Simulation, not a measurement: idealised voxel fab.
The document below concerns the process module designated voxel tone inversion.
Cross-section cut spans 295 nm and uses square cells 5 nm in size.
When this document writes out a cross-section, it uses a grid of square cells and lists it as bands, beginning at the top and moving down, with a band standing for one or more rows of cells. What a band's entry tells you: where the top is and where the bottom is, as heights in nm, and after that what lies inside, material by material from left to right, each with its width in nm. Empty space is written as the word "air", and a single material marked with the word "throughout" occupies the band from edge to edge. Where do heights start? At 0: under that level the wafer as delivered is made of one material only. And the lowest band has no floor; it just carries on downward, as in "0 nm and below". Note: "30 to 40" means the width goes from the first number (top row of the band) to the second number (bottom row) in equal steps per row of cells. "no change occurred" means the step left every cell of the cross-section as it was. Any empty space of 8 cells or more lacking an open way to the top shows up in "Encapsulated voids" as width x height at distance, distance from the left edge, in nm. Step line, after settings: the simulator's comment on this step. "overlay nm" denotes, for a step that has a mask, the displacement of the mask to the right of its planned place, with negative values corresponding to the left.

plan:
- 1: RECEIVE with material Si
- 2: CONFORMAL_DEP with material SiN, thk nm 5
- 3: DIRECTIONAL_DEP with material polySi, thk nm 20
- 4: PATTERN with tone cover, mask id POSTS, material resist, width nm 25, pitch nm 55, thk nm 25, overlay nm 0
- 5: DIRECTIONAL_ETCH with etch materials polySi, depth nm 20
- 6: STRIP with etch materials resist
- 7: FILL_DEP with material lowk, thk nm 5
- 8: CMP with height nm 25
- 9: STRIP with etch materials polySi
- 10: CONFORMAL_DEP with material TiN, thk nm 5
- 11: FILL_DEP with material Cu, thk nm 10
- 12: CMP with height nm 25
- 13: CONFORMAL_DEP with material SiCN, thk nm 5

The following pertains to the first of two wafers, which was processed as planned:

Incoming wafer in cross-section (state: after step 1):
0 nm and below = Si throughout
Encapsulated voids: none

Cross-section of the wafer after step 2:
5 nm to 0 nm = SiN throughout
Below 0, the layers are the same as they were.

Cross-section of the wafer after step 3:
25 nm to 5 nm = polySi throughout
Below 5, the layers are the same as they were.

Cross-section of the wafer after step 4:
50 nm to 25 nm = air (80)  resist (25)  air (30)  resist (25)  air (30)  resist (25)  air (80)
Below 25, the layers are the same as they were.

Cross-section of the wafer after step 5:
50 nm to 25 nm = air (80)  resist (25)  air (30)  resist (25)  air (30)  resist (25)  air (80)
25 nm to 5 nm = air (80)  polySi (25)  air (30)  polySi (25)  air (30)  polySi (25)  air (80)
Below 5, the layers are the same as they were.

Cross-section of the wafer after step 6:
25 nm to 5 nm = air (80)  polySi (25)  air (30)  polySi (25)  air (30)  polySi (25)  air (80)
Below 5, the layers are the same as they were.

Cross-section of the wafer after step 7:
30 nm to 25 nm = lowk throughout
25 nm to 5 nm = lowk (80)  polySi (25)  lowk (30)  polySi (25)  lowk (30)  polySi (25)  lowk (80)
Below 5, the layers are the same as they were.

Cross-section of the wafer after step 8:
25 nm to 5 nm = lowk (80)  polySi (25)  lowk (30)  polySi (25)  lowk (30)  polySi (25)  lowk (80)
Below 5, the layers are the same as they were.

Cross-section of the wafer after step 9:
25 nm to 5 nm = lowk (80)  air (25)  lowk (30)  air (25)  lowk (30)  air (25)  lowk (80)
Below 5, the layers are the same as they were.

Cross-section of the wafer after step 10:
30 nm to 25 nm = TiN (85)  air (15)  TiN (40)  air (15)  TiN (40)  air (15)  TiN (85)
25 nm to 10 nm = lowk (80)  TiN (5)  air (15)  TiN (5)  lowk (30)  TiN (5)  air (15)  TiN (5)  lowk (30)  TiN (5)  air (15)  TiN (5)  lowk (80)
10 nm to 5 nm = lowk (80)  TiN (25)  lowk (30)  TiN (25)  lowk (30)  TiN (25)  lowk (80)
Below 5, the layers are the same as they were.

Cross-section of the wafer after step 11:
40 nm to 30 nm = Cu throughout
30 nm to 25 nm = TiN (85)  Cu (15)  TiN (40)  Cu (15)  TiN (40)  Cu (15)  TiN (85)
25 nm to 10 nm = lowk (80)  TiN (5)  Cu (15)  TiN (5)  lowk (30)  TiN (5)  Cu (15)  TiN (5)  lowk (30)  TiN (5)  Cu (15)  TiN (5)  lowk (80)
Below 10, the layers are the same as they were.

Cross-section of the wafer after step 12:
25 nm to 10 nm = lowk (80)  TiN (5)  Cu (15)  TiN (5)  lowk (30)  TiN (5)  Cu (15)  TiN (5)  lowk (30)  TiN (5)  Cu (15)  TiN (5)  lowk (80)
Below 10, the layers are the same as they were.

Cross-section of the wafer after step 13:
30 nm to 25 nm = SiCN throughout
Below 25, the layers are the same as they were.

What follows concerns the second wafer, which started out like the first and was meant to follow the very same plan; one mistake crept in when it was run, but everything up to and including step 3 is the same as for the first wafer:

Second wafer shown in cross-section at the time step 4 was slated to end:
50 nm to 25 nm = air (90)  resist (25)  air (30)  resist (25)  air (30)  resist (25)  air (70)
Below 25, the layers are the same as they were.

Second wafer shown in cross-section at the time step 5 was slated to end:
50 nm to 25 nm = air (90)  resist (25)  air (30)  resist (25)  air (30)  resist (25)  air (70)
25 nm to 5 nm = air (90)  polySi (25)  air (30)  polySi (25)  air (30)  polySi (25)  air (70)
Below 5, the layers are the same as they were.

Second wafer shown in cross-section at the time step 6 was slated to end:
25 nm to 5 nm = air (90)  polySi (25)  air (30)  polySi (25)  air (30)  polySi (25)  air (70)
Below 5, the layers are the same as they were.

Second wafer shown in cross-section at the time step 7 was slated to end:
30 nm to 25 nm = lowk throughout
25 nm to 5 nm = lowk (90)  polySi (25)  lowk (30)  polySi (25)  lowk (30)  polySi (25)  lowk (70)
Below 5, the layers are the same as they were.

Second wafer shown in cross-section at the time step 8 was slated to end:
25 nm to 5 nm = lowk (90)  polySi (25)  lowk (30)  polySi (25)  lowk (30)  polySi (25)  lowk (70)
Below 5, the layers are the same as they were.

Second wafer shown in cross-section at the time step 9 was slated to end:
25 nm to 5 nm = lowk (90)  air (25)  lowk (30)  air (25)  lowk (30)  air (25)  lowk (70)
Below 5, the layers are the same as they were.

Second wafer shown in cross-section at the time step 10 was slated to end:
30 nm to 25 nm = TiN (95)  air (15)  TiN (40)  air (15)  TiN (40)  air (15)  TiN (75)
25 nm to 10 nm = lowk (90)  TiN (5)  air (15)  TiN (5)  lowk (30)  TiN (5)  air (15)  TiN (5)  lowk (30)  TiN (5)  air (15)  TiN (5)  lowk (70)
10 nm to 5 nm = lowk (90)  TiN (25)  lowk (30)  TiN (25)  lowk (30)  TiN (25)  lowk (70)
Below 5, the layers are the same as they were.

Second wafer shown in cross-section at the time step 11 was slated to end:
40 nm to 30 nm = Cu throughout
30 nm to 25 nm = TiN (95)  Cu (15)  TiN (40)  Cu (15)  TiN (40)  Cu (15)  TiN (75)
25 nm to 10 nm = lowk (90)  TiN (5)  Cu (15)  TiN (5)  lowk (30)  TiN (5)  Cu (15)  TiN (5)  lowk (30)  TiN (5)  Cu (15)  TiN (5)  lowk (70)
Below 10, the layers are the same as they were.

Second wafer shown in cross-section at the time step 12 was slated to end:
25 nm to 10 nm = lowk (90)  TiN (5)  Cu (15)  TiN (5)  lowk (30)  TiN (5)  Cu (15)  TiN (5)  lowk (30)  TiN (5)  Cu (15)  TiN (5)  lowk (70)
Below 10, the layers are the same as they were.

Second wafer shown in cross-section at the time step 13 was slated to end:
30 nm to 25 nm = SiCN throughout
Below 25, the layers are the same as they were.
Nonconformance to the process plan: rather than as planned, step 4 actually ran as PATTERN with tone cover, mask id POSTS, material resist, width nm 25, pitch nm 55, thk nm 25, overlay nm 10
The concluding comparison shows that, measured in cells, each material is equally abundant on both wafers, albeit at different positions.
